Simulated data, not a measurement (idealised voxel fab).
Process module in this document: voxel fin reveal
It is cross-section cut that appears here, measuring 200 nm in width, its square cells being 5 nm in size.
Square cells in a grid make up a cross-section in this document, and the grid is given as bands, listed from the top down, each one or more rows of cells.
Basically the band line says how high the top is and how high the bottom is, in nm, and then what's in it from left to right, every material with its width in nm. Empty space shows up as "air", and if a single material carries "throughout" it runs the full band edge to edge.
Note: height 0 marks the level under which the wafer is uniformly one material as received. Lowest band unbounded below, written "0 -> down".
Per-row width for "30..40": begins at first number (top row of band), ends at second number (bottom row), increment between rows held constant.
Any step labelled "no modifications" changed none of the cells in the cross-section.
"Enclosed void list": sealed empty spaces, 8 cells or more, no open way to top, listed width x height at distance, with distance from the left edge and width, height and distance in nm.
Past the settings on a step's line: simulator remark, on that step.
For masked steps, "overlay nm" on the step line gives how far right of plan the mask actually lay; a minus sign means it lay to the left.

Intended process steps
| 1 | RECEIVE,material Si |
| 2 | CONFORMAL_DEP,material SiN,thk nm 5 |
| 3 | PATTERN,tone cover,mask id FINS,material resist,width nm 15,pitch nm 45,thk nm 20,overlay nm 0 |
| 4 | DIRECTIONAL_ETCH,etch materials SiN,depth nm 5 |
| 5 | DIRECTIONAL_ETCH,etch materials Si,depth nm 35 |
| 6 | STRIP,etch materials resist |
| 7 | FILL_DEP,material SiO2,thk nm 5 |
| 8 | CMP,height nm 5 |
| 9 | SELECTIVE_ETCH,etch materials SiO2,depth nm 20 |
| 10 | STRIP,etch materials SiN |
| 11 | CONFORMAL_DEP,material HfO2,thk nm 5 |

first wafer, as planned

Cross-section of the wafer upon arrival, representing the state reached after step 1
0 -> down  Si throughout
Enclosed void list: none

Wafer section view after processing step 2
5 -> 0  SiN throughout
Lower than 0, everything is as it was.

Wafer section view after processing step 3
25 -> 5  70 nm air | 15 nm resist | 30 nm air | 15 nm resist | 70 nm air
Lower than 5, everything is as it was.

Wafer section view after processing step 4
25 -> 5  70 nm air | 15 nm resist | 30 nm air | 15 nm resist | 70 nm air
5 -> 0  70 nm air | 15 nm SiN | 30 nm air | 15 nm SiN | 70 nm air
Lower than 0, everything is as it was.

Wafer section view after processing step 5
25 -> 5  70 nm air | 15 nm resist | 30 nm air | 15 nm resist | 70 nm air
5 -> 0  70 nm air | 15 nm SiN | 30 nm air | 15 nm SiN | 70 nm air
0 -> -35  70 nm air | 15 nm Si | 30 nm air | 15 nm Si | 70 nm air
Lower than -35, everything is as it was.

Wafer section view after processing step 6
5 -> 0  70 nm air | 15 nm SiN | 30 nm air | 15 nm SiN | 70 nm air
Lower than 0, everything is as it was.

Wafer section view after processing step 7
10 -> 5  SiO2 throughout
5 -> 0  70 nm SiO2 | 15 nm SiN | 30 nm SiO2 | 15 nm SiN | 70 nm SiO2
0 -> -35  70 nm SiO2 | 15 nm Si | 30 nm SiO2 | 15 nm Si | 70 nm SiO2
Lower than -35, everything is as it was.

Wafer section view after processing step 8
5 -> 0  70 nm SiO2 | 15 nm SiN | 30 nm SiO2 | 15 nm SiN | 70 nm SiO2
Lower than 0, everything is as it was.

Wafer section view after processing step 9
5 -> 0  70 nm air | 15 nm SiN | 30 nm air | 15 nm SiN | 70 nm air
0 -> -15  70 nm air | 15 nm Si | 30 nm air | 15 nm Si | 70 nm air
Lower than -15, everything is as it was.

Wafer section view after processing step 10
0 -> -15  70 nm air | 15 nm Si | 30 nm air | 15 nm Si | 70 nm air
Lower than -15, everything is as it was.

Wafer section view after processing step 11
5 -> 0  65 nm air | 25 nm HfO2 | 20 nm air | 25 nm HfO2 | 65 nm air
0 -> -10  65 nm air | 5 nm HfO2 | 15 nm Si | 5 nm HfO2 | 20 nm air | 5 nm HfO2 | 15 nm Si | 5 nm HfO2 | 65 nm air
-10 -> -15  70 nm HfO2 | 15 nm Si | 30 nm HfO2 | 15 nm Si | 70 nm HfO2
Lower than -15, everything is as it was.

Okay, second wafer. Nothing different at the start, nothing different in the plan, just one mistake somewhere in the running. As far as step 4, counting that step, it's the first wafer all over again

Second wafer shown in cross-section at the time step 5 was slated to end
25 -> 5  70 nm air | 15 nm resist | 30 nm air | 15 nm resist | 70 nm air
5 -> 0  70 nm air | 15 nm SiN | 30 nm air | 15 nm SiN | 70 nm air
0 -> -70  70 nm air | 15 nm Si | 30 nm air | 15 nm Si | 70 nm air
Lower than -70, everything is as it was.

Second wafer shown in cross-section at the time step 6 was slated to end
5 -> 0  70 nm air | 15 nm SiN | 30 nm air | 15 nm SiN | 70 nm air
Lower than 0, everything is as it was.

Second wafer shown in cross-section at the time step 7 was slated to end
10 -> 5  SiO2 throughout
5 -> 0  70 nm SiO2 | 15 nm SiN | 30 nm SiO2 | 15 nm SiN | 70 nm SiO2
0 -> -70  70 nm SiO2 | 15 nm Si | 30 nm SiO2 | 15 nm Si | 70 nm SiO2
Lower than -70, everything is as it was.

Second wafer shown in cross-section at the time step 8 was slated to end
5 -> 0  70 nm SiO2 | 15 nm SiN | 30 nm SiO2 | 15 nm SiN | 70 nm SiO2
Lower than 0, everything is as it was.

Second wafer shown in cross-section at the time step 9 was slated to end
5 -> 0  70 nm air | 15 nm SiN | 30 nm air | 15 nm SiN | 70 nm air
0 -> -15  70 nm air | 15 nm Si | 30 nm air | 15 nm Si | 70 nm air
Lower than -15, everything is as it was.

Second wafer shown in cross-section at the time step 10 was slated to end
0 -> -15  70 nm air | 15 nm Si | 30 nm air | 15 nm Si | 70 nm air
Lower than -15, everything is as it was.

Second wafer shown in cross-section at the time step 11 was slated to end
5 -> 0  65 nm air | 25 nm HfO2 | 20 nm air | 25 nm HfO2 | 65 nm air
0 -> -10  65 nm air | 5 nm HfO2 | 15 nm Si | 5 nm HfO2 | 20 nm air | 5 nm HfO2 | 15 nm Si | 5 nm HfO2 | 65 nm air
-10 -> -15  70 nm HfO2 | 15 nm Si | 30 nm HfO2 | 15 nm Si | 70 nm HfO2
Lower than -15, everything is as it was.
Processing error: step 5 of the plan saw execution twice
Final wafer comparison in cells, second versus first, more or fewer per material: -238 Si | +238 SiO2
